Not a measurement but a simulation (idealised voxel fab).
The following is a process module called voxel air gaps.
Cross-sectional view cut (width: 250 nm; square cell size: 5 nm).
Cross-section layout: square cells on a grid; listed as bands, top to bottom; a band spans one or more cell rows. Band entry format. Leading values: height of top, height of bottom, nm. Remainder: materials in left-to-right order, each with its width in nm. Special words: "everywhere" on a single material, which then fills the band edge to edge; "air", empty space. Note: height 0 marks the level under which the wafer is uniformly one material as received. Lowest band unbounded below, written "from 0 down". Width spec "30..40" -> top row of cells at first value, bottom row at second value, equal per-row change in between. No cell of the cross-section changed in a step that is given as "no modifications". The list in "Closed void listing" covers empty spaces of 8 cells or more that cannot reach the top through any open way, and it gives each as width x height at distance; the distance is from the left edge, and width, height and distance are in nm. What comes after the settings on a step's line is commentary from the simulator itself on that step. You can add "overlay nm" to a step's line. For a step with a mask, it describes how far the mask lay to the right of its planned position, and a negative number describes a lay to the left.
# Planned step list for the process
step 1: RECEIVE with material Si
step 2: CONFORMAL_DEP with material SiO2, thk nm 15
step 3: CONFORMAL_DEP with material SiN, thk nm 5
step 4: DIRECTIONAL_DEP with material SiO2, thk nm 35
step 5: MASKED_ETCH with tone open, mask id LINES, width nm 15, pitch nm 55, etch materials SiO2, depth nm 35, overlay nm 0
step 6: CONFORMAL_DEP with material TiN, thk nm 5
step 7: FILL_DEP with material Cu, thk nm 5
step 8: CMP with height nm 55
step 9: EPI with material Ru, thk nm 10
step 10: SELECTIVE_ETCH with etch materials SiO2, depth nm 45
step 11: CONFORMAL_DEP with material SiCN, thk nm 5
Among the wafers covered here, the point of difference is the width nm at step 5; their starting state is shared, and the plan presents the value of the first wafer.
# Cross-section of the first incoming wafer of several, state after step 1
> from 0 down  Si everywhere
> Closed void listing: none
# Per wafer, end of module: cells gained (+) or lost (-) per material since receipt, then closed voids
width nm 15 | +18 Cu | +42 Ru | +128 SiCN | +50 SiN | +150 SiO2 | +45 TiN | Closed void listing: none
width nm 20 | +36 Cu | +48 Ru | +128 SiCN | +50 SiN | +150 SiO2 | +48 TiN | Closed void listing: none
width nm 25 | +54 Cu | +54 Ru | +128 SiCN | +50 SiN | +150 SiO2 | +51 TiN | Closed void listing: 20 x 25 at 85; 20 x 25 at 140
width nm 30 | +72 Cu | +60 Ru | +120 SiCN | +50 SiN | +150 SiO2 | +54 TiN | Closed void listing: 15 x 25 at 90; 15 x 25 at 145
width nm 35 | +90 Cu | +66 Ru | +76 SiCN | +50 SiN | +206 SiO2 | +57 TiN | Closed void listing: none
width nm 40 | +108 Cu | +68 Ru | +76 SiCN | +50 SiN | +192 SiO2 | +60 TiN | Closed void listing: none
